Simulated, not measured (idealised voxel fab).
process module | voxel quadruple lines
cross-section cut | 205 nm wide | cells 5 nm
A cross-section is a grid of square cells, given in bands from the top down. A band is one or more rows of cells.
Each band's line starts with the height of the band's top and of its bottom, in nm. Then come its materials from left to right, each with its width in nm. One material with "throughout" fills the band from edge to edge. "air" is empty space.
Height 0 is the level under which the wafer as received is all one material. The lowest band goes on downwards, as in "0 down".
A width such as "30 to 40" changes by the same amount from each row of cells to the next, from the band's top row to its bottom row.
"no change" after a step means that no cell of the cross-section changed.
closed voids: empty space of 8 cells or more with no open way to the top, each as width x height at its distance from the left edge, in nm
after a step's settings: what the simulator itself notes on the step
overlay nm, on a step with a mask: how far to the right of its planned place the mask lay; to the left if negative
plan
1 op RECEIVE | material Si
2 op CONFORMAL_DEP | material SiO2 | thk nm 5
3 op DIRECTIONAL_DEP | material Ru | thk nm 15
4 op DIRECTIONAL_DEP | material polySi | thk nm 15
5 op DIRECTIONAL_DEP | material aC | thk nm 20
6 op PATTERN | tone cover | mask id MANDREL | material resist | width nm 25 | thk nm 25 | overlay nm 0
7 op DIRECTIONAL_ETCH | etch materials aC | depth nm 20
8 op STRIP | etch materials resist
9 op CONFORMAL_DEP | material SiO2 | thk nm 15
10 op DIRECTIONAL_ETCH | etch materials SiO2 | depth nm 15
11 op STRIP | etch materials aC
12 op DIRECTIONAL_ETCH | etch materials polySi | depth nm 15
13 op STRIP | etch materials SiO2
14 op CONFORMAL_DEP | material SiCN | thk nm 5
15 op DIRECTIONAL_ETCH | etch materials SiCN | depth nm 5
16 op STRIP | etch materials polySi
17 op DIRECTIONAL_ETCH | etch materials Ru | depth nm 15
18 op STRIP | etch materials SiCN
19 op FILL_DEP | material lowk | thk nm 5
20 op CMP | height nm 20
first wafer, as planned
as received, after step 1
  0 down: Si throughout
  closed voids: none
after step 2
  5 to 0: SiO2 throughout
  below 0: unchanged
after step 3
  20 to 5: Ru throughout
  below 5: unchanged
after step 4
  35 to 20: polySi throughout
  below 20: unchanged
after step 5
  55 to 35: aC throughout
  below 35: unchanged
after step 6
  80 to 55: air 90 | resist 25 | air 90
  below 55: unchanged
after step 7
  60 to 55: air 90 | resist 25 | air 90
  55 to 35: air 90 | aC 25 | air 90
  below 35: unchanged
after step 8
  55 to 35: air 90 | aC 25 | air 90
  below 35: unchanged
after step 9
  70 to 55: air 75 | SiO2 55 | air 75
  55 to 50: air 75 | SiO2 15 | aC 25 | SiO2 15 | air 75
  50 to 35: SiO2 90 | aC 25 | SiO2 90
  below 35: unchanged
after step 10
  55 to 35: air 75 | SiO2 15 | aC 25 | SiO2 15 | air 75
  below 35: unchanged
after step 11
  55 to 35: air 75 | SiO2 15 | air 25 | SiO2 15 | air 75
  below 35: unchanged
after step 12
  55 to 35: air 75 | SiO2 15 | air 25 | SiO2 15 | air 75
  35 to 20: air 75 | polySi 15 | air 25 | polySi 15 | air 75
  below 20: unchanged
after step 13
  35 to 20: air 75 | polySi 15 | air 25 | polySi 15 | air 75
  below 20: unchanged
after step 14
  40 to 35: air 70 | SiCN 25 | air 15 | SiCN 25 | air 70
  35 to 25: air 70 | SiCN 5 | polySi 15 | SiCN 5 | air 15 | SiCN 5 | polySi 15 | SiCN 5 | air 70
  25 to 20: SiCN 75 | polySi 15 | SiCN 25 | polySi 15 | SiCN 75
  below 20: unchanged
after step 15
  35 to 20: air 70 | SiCN 5 | polySi 15 | SiCN 5 | air 15 | SiCN 5 | polySi 15 | SiCN 5 | air 70
  below 20: unchanged
after step 16
  35 to 20: air 70 | SiCN 5 | air 15 | SiCN 5 | air 15 | SiCN 5 | air 15 | SiCN 5 | air 70
  below 20: unchanged
after step 17
  35 to 20: air 70 | SiCN 5 | air 15 | SiCN 5 | air 15 | SiCN 5 | air 15 | SiCN 5 | air 70
  20 to 5: air 70 | Ru 5 | air 15 | Ru 5 | air 15 | Ru 5 | air 15 | Ru 5 | air 70
  below 5: unchanged
after step 18
  20 to 5: air 70 | Ru 5 | air 15 | Ru 5 | air 15 | Ru 5 | air 15 | Ru 5 | air 70
  below 5: unchanged
after step 19
  25 to 20: lowk throughout
  20 to 5: lowk 70 | Ru 5 | lowk 15 | Ru 5 | lowk 15 | Ru 5 | lowk 15 | Ru 5 | lowk 70
  below 5: unchanged
after step 20
  20 to 5: lowk 70 | Ru 5 | lowk 15 | Ru 5 | lowk 15 | Ru 5 | lowk 15 | Ru 5 | lowk 70
  below 5: unchanged
second wafer: like start, like plan, one mistake. Through step 5 it matches the first wafer
when step 6 should have ended
  80 to 55: air 95 | resist 25 | air 85
  below 55: unchanged
when step 7 should have ended
  60 to 55: air 95 | resist 25 | air 85
  55 to 35: air 95 | aC 25 | air 85
  below 35: unchanged
when step 8 should have ended
  55 to 35: air 95 | aC 25 | air 85
  below 35: unchanged
when step 9 should have ended
  70 to 55: air 80 | SiO2 55 | air 70
  55 to 50: air 80 | SiO2 15 | aC 25 | SiO2 15 | air 70
  50 to 35: SiO2 95 | aC 25 | SiO2 85
  below 35: unchanged
when step 10 should have ended
  55 to 35: air 80 | SiO2 15 | aC 25 | SiO2 15 | air 70
  below 35: unchanged
when step 11 should have ended
  55 to 35: air 80 | SiO2 15 | air 25 | SiO2 15 | air 70
  below 35: unchanged
when step 12 should have ended
  55 to 35: air 80 | SiO2 15 | air 25 | SiO2 15 | air 70
  35 to 20: air 80 | polySi 15 | air 25 | polySi 15 | air 70
  below 20: unchanged
when step 13 should have ended
  35 to 20: air 80 | polySi 15 | air 25 | polySi 15 | air 70
  below 20: unchanged
when step 14 should have ended
  40 to 35: air 75 | SiCN 25 | air 15 | SiCN 25 | air 65
  35 to 25: air 75 | SiCN 5 | polySi 15 | SiCN 5 | air 15 | SiCN 5 | polySi 15 | SiCN 5 | air 65
  25 to 20: SiCN 80 | polySi 15 | SiCN 25 | polySi 15 | SiCN 70
  below 20: unchanged
when step 15 should have ended
  35 to 20: air 75 | SiCN 5 | polySi 15 | SiCN 5 | air 15 | SiCN 5 | polySi 15 | SiCN 5 | air 65
  below 20: unchanged
when step 16 should have ended
  35 to 20: air 75 | SiCN 5 | air 15 | SiCN 5 | air 15 | SiCN 5 | air 15 | SiCN 5 | air 65
  below 20: unchanged
when step 17 should have ended
  35 to 20: air 75 | SiCN 5 | air 15 | SiCN 5 | air 15 | SiCN 5 | air 15 | SiCN 5 | air 65
  20 to 5: air 75 | Ru 5 | air 15 | Ru 5 | air 15 | Ru 5 | air 15 | Ru 5 | air 65
  below 5: unchanged
when step 18 should have ended
  20 to 5: air 75 | Ru 5 | air 15 | Ru 5 | air 15 | Ru 5 | air 15 | Ru 5 | air 65
  below 5: unchanged
when step 19 should have ended
  25 to 20: lowk throughout
  20 to 5: lowk 75 | Ru 5 | lowk 15 | Ru 5 | lowk 15 | Ru 5 | lowk 15 | Ru 5 | lowk 65
  below 5: unchanged
when step 20 should have ended
  20 to 5: lowk 75 | Ru 5 | lowk 15 | Ru 5 | lowk 15 | Ru 5 | lowk 15 | Ru 5 | lowk 65
  below 5: unchanged
what went wrong: step 6 ran as: op PATTERN | tone cover | mask id MANDREL | material resist | width nm 25 | thk nm 25 | overlay nm 5
at the end the second wafer has, in cells: as many of each material as the first, in other places
